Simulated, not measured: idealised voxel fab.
The following is a process module called voxel capacitor over wiring.
cross-section cut | 230 nm wide | cells 5 nm
Each cross-section below is a grid of square cells, stated as bands in top-down order, with one or more rows of cells making up each band.
Quick guide to a band line: top height, bottom height (nm) up front; then every material left to right with its width in nm. Only one material and it's marked "all across"? Then it fills the band edge to edge. And "empty" just means empty space.
Height 0 is the level under which the wafer as received is all one material. The lowest band goes on downwards, as in "from 0 down".
Think of "30->40" as a width that walks from the first number to the second as you go down the band, top row to bottom row, taking equal-sized steps from row to row.
"nothing changed" (step): cross-section cells unchanged, all of them.
Listed in "Enclosed internal cavities": every empty space of 8 or more cells without an open way to the top. Form: width x height at distance, the distance being from the left edge, all in nm.
Read whatever lies past the settings on a step's line as the simulator's own remark about the step.
The setting "overlay nm" may be written on the line of a step. When the step uses a mask, the value reports how far to the right of the planned place the mask lay, and a negative value reports that it lay to the left.
[The following list gives the planned process steps]
1: RECEIVE | material Si
2: CONFORMAL_DEP | material SiO2 | thk nm 10
3: CONFORMAL_DEP | material SiN | thk nm 5
4: DIRECTIONAL_DEP | material lowk | thk nm 15
5: PATTERN | tone open | mask id METAL_1 | material resist | width nm 20 | pitch nm 80 | thk nm 20 | overlay nm 0
6: DIRECTIONAL_ETCH | etch materials lowk | depth nm 15
7: DIRECTIONAL_ETCH | etch materials SiN | depth nm 5
8: STRIP | etch materials resist
9: CONFORMAL_DEP | material TiN | thk nm 5
10: FILL_DEP | material W | thk nm 10
11: CMP | height nm 30
12: CONFORMAL_DEP | material SiCN | thk nm 5
13: DIRECTIONAL_DEP | material SiO2 | thk nm 15
14: MASKED_ETCH | tone open | mask id PLUG_1 | width nm 15 | etch materials SiO2 | depth nm 15 | overlay nm 0
15: MASKED_ETCH | tone open | mask id PLUG_1 | width nm 15 | etch materials SiCN | depth nm 5 | overlay nm 0
16: CONFORMAL_DEP | material TiN | thk nm 5
17: FILL_DEP | material Ru | thk nm 10
18: CMP | height nm 50
19: DIRECTIONAL_DEP | material TiN | thk nm 5
20: DIRECTIONAL_DEP | material Al2O3 | thk nm 5
21: DIRECTIONAL_DEP | material TiN | thk nm 5
22: MASKED_ETCH | tone cover | mask id UPPER_PLATE | width nm 65 | etch materials TiN | depth nm 5 | overlay nm 0
23: MASKED_ETCH | tone cover | mask id UPPER_PLATE | width nm 65 | etch materials Al2O3 | depth nm 5 | overlay nm 0
24: PATTERN | tone cover | mask id LOWER_PLATE | material resist | width nm 75 | thk nm 20 | overlay nm 0
25: DIRECTIONAL_ETCH | etch materials TiN | depth nm 5
26: STRIP | etch materials resist
27: FILL_DEP | material SiO2 | thk nm 15
28: CMP | height nm 75
29: MASKED_ETCH | tone open | mask id PLUG_2 | width nm 15 | etch materials SiO2 | depth nm 10 | overlay nm 0
30: CONFORMAL_DEP | material TiN | thk nm 5
31: FILL_DEP | material Ru | thk nm 10
32: CMP | height nm 75
33: CONFORMAL_DEP | material SiN | thk nm 5
[as received, after step 1]
- from 0 down = Si all across
- Enclosed internal cavities: none
[Module complete - cross-section of the first of two wafers, run according to plan]
- from 80 to 75 = SiN all across
- from 75 to 70 = 80 SiO2 | 5 TiN | 5 Ru | 5 TiN | 135 SiO2
- from 70 to 60 = 80->70 SiO2 | 15->65 TiN | 135->95 SiO2
- from 60 to 55 = 70 SiO2 | 65 Al2O3 | 95 SiO2
- from 55 to 50 = 65 SiO2 | 75 TiN | 90 SiO2
- from 50 to 35 = 70 SiO2 | 5 TiN | 5 Ru | 5 TiN | 145 SiO2
- from 35 to 30 = 70 SiCN | 15 TiN | 145 SiCN
- from 30 to 15 = 65 lowk | 5 TiN | 10 W | 5 TiN | 60 lowk | 5 TiN | 10 W | 5 TiN | 65 lowk
- from 15 to 10 = 65 SiN | 20 TiN | 60 SiN | 20 TiN | 65 SiN
- from 10 to 0 = SiO2 all across
- from 0 down = Si all across
- Enclosed internal cavities: none
[Cross-sectional view of the second of two wafers upon completion of the module. This wafer shared its starting condition and process plan with the first; one error was made during its execution]
- from 80 to 75 = SiN all across
- from 75 to 70 = 80 SiO2 | 5 TiN | 5 Ru | 5 TiN | 135 SiO2
- from 70 to 60 = 80->70 SiO2 | 15->65 TiN | 135->95 SiO2
- from 60 to 55 = 70 SiO2 | 65 Al2O3 | 95 SiO2
- from 55 to 50 = 65 SiO2 | 75 TiN | 90 SiO2
- from 50 to 35 = 70 SiO2 | 5 TiN | 5 Ru | 5 TiN | 145 SiO2
- from 35 to 30 = 70 SiCN | 15 TiN | 145 SiCN
- from 30 to 15 = Al2O3 all across
- from 15 to 10 = SiN all across
- from 10 to 0 = SiO2 all across
- from 0 down = Si all across
- Enclosed internal cavities: none
Short version of what went wrong: step 4 deviated from plan and actually ran as DIRECTIONAL_DEP | material Al2O3 | thk nm 15
Final tally in cells, some materials are higher or lower on the second wafer than on the first: 138 more of Al2O3; 8 more of SiN; 20 fewer of TiN; 12 fewer of W; 114 fewer of lowk
